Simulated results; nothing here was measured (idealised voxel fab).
Title: Process Module voxel self aligned vias
The figure presents cross-section cut, which has a width of 240 nm and is divided into square cells with an edge length of 5 nm.
This document writes a cross-section as a grid whose cells are square, and gives it as bands, listed from the top down; one or more rows of cells form a band. Band: top and bottom heights (nm) first, top before bottom; then materials from left to right, widths in nm. "everywhere" marks a sole material filling the band edge to edge. "empty" denotes empty space. All heights in this document are referenced to 0, defined as the level beneath which the wafer, as received, consists entirely of one material. The lowest band is not bounded below; it extends indefinitely downward and is written in the form "0 down". The notation "30..40" denotes a width that varies across the rows of cells in the band, beginning at the first number in the top row, finishing at the second number in the bottom row, and changing by an identical amount from each row to the next. Key: "no alteration" - step with no changed cell in the cross-section. The entry titled "Completely sealed voids" provides the empty spaces that have no open way to the top, restricted to those of 8 cells or more. Each is presented as width x height at distance, the distance being measured from the left edge, with all three in nm. Read whatever lies past the settings on a step's line as the simulator's own remark about the step. The optional step-line setting "overlay nm" applies to steps with a mask and quantifies how far to the right of its planned location the mask lay, a negative value indicating leftward placement.

Planned process steps:
1: RECEIVE with material Si
2: CONFORMAL_DEP with material SiO2, thk nm 15
3: CONFORMAL_DEP with material SiCN, thk nm 5
4: DIRECTIONAL_DEP with material lowk, thk nm 25
5: DIRECTIONAL_DEP with material aC, thk nm 15
6: PATTERN with tone open, mask id LINES, material resist, width nm 25, pitch nm 65, thk nm 35, overlay nm 0
7: DIRECTIONAL_ETCH with etch materials aC, depth nm 15
8: STRIP with etch materials resist
9: DIRECTIONAL_ETCH with etch materials lowk, depth nm 25
10: STRIP with etch materials aC
11: CONFORMAL_DEP with material TiN, thk nm 5
12: FILL_DEP with material W, thk nm 5
13: CMP with height nm 45
14: SELECTIVE_ETCH with etch materials W Ru TiN, depth nm 10
15: FILL_DEP with material SiN, thk nm 5
16: CMP with height nm 45
17: DIRECTIONAL_DEP with material lowk, thk nm 15
18: MASKED_ETCH with tone open, mask id VIAS, width nm 35, pitch nm 130, etch materials lowk, depth nm 15, overlay nm 0
19: MASKED_ETCH with tone open, mask id VIAS, width nm 35, pitch nm 130, etch materials SiN, depth nm 10, overlay nm 0
20: CONFORMAL_DEP with material TiN, thk nm 5
21: FILL_DEP with material Cu, thk nm 5
22: CMP with height nm 60
23: CONFORMAL_DEP with material SiCN, thk nm 5

Shown in cross-section is the wafer as received, that is, as it stands after step 1:
0 down  Si everywhere
Completely sealed voids: none

End state of the module in cross-section, given the above starting point and plan and one mistake in execution:
65 to 60  SiCN everywhere
60 to 50  lowk 35 nm, TiN 5 nm, Cu 25 nm, TiN 5 nm, lowk 95 nm, TiN 5 nm, Cu 25 nm, TiN 5 nm, lowk 40 nm
50 to 45  lowk 35 nm, TiN 35 nm, lowk 95 nm, TiN 35 nm, lowk 40 nm
45 to 35  SiN 35 nm, TiN 5 nm, lowk 25 nm, TiN 5 nm, SiN 35 nm, lowk 25 nm, SiN 35 nm, TiN 5 nm, lowk 25 nm, TiN 5 nm, SiN 40 nm
35 to 25  W 35 nm, TiN 5 nm, lowk 25 nm, TiN 5 nm, W 30 nm, TiN 5 nm, lowk 25 nm, TiN 5 nm, W 30 nm, TiN 5 nm, lowk 25 nm, TiN 5 nm, W 40 nm
25 to 20  TiN 40 nm, lowk 25 nm, TiN 40 nm, lowk 25 nm, TiN 40 nm, lowk 25 nm, TiN 45 nm
20 to 15  SiCN everywhere
15 to 0  SiO2 everywhere
0 down  Si everywhere
Completely sealed voids: none
The mistake made against the process plan was this: step 6 off recipe, ran as PATTERN with tone cover, mask id LINES, material resist, width nm 25, pitch nm 65, thk nm 35, overlay nm 0
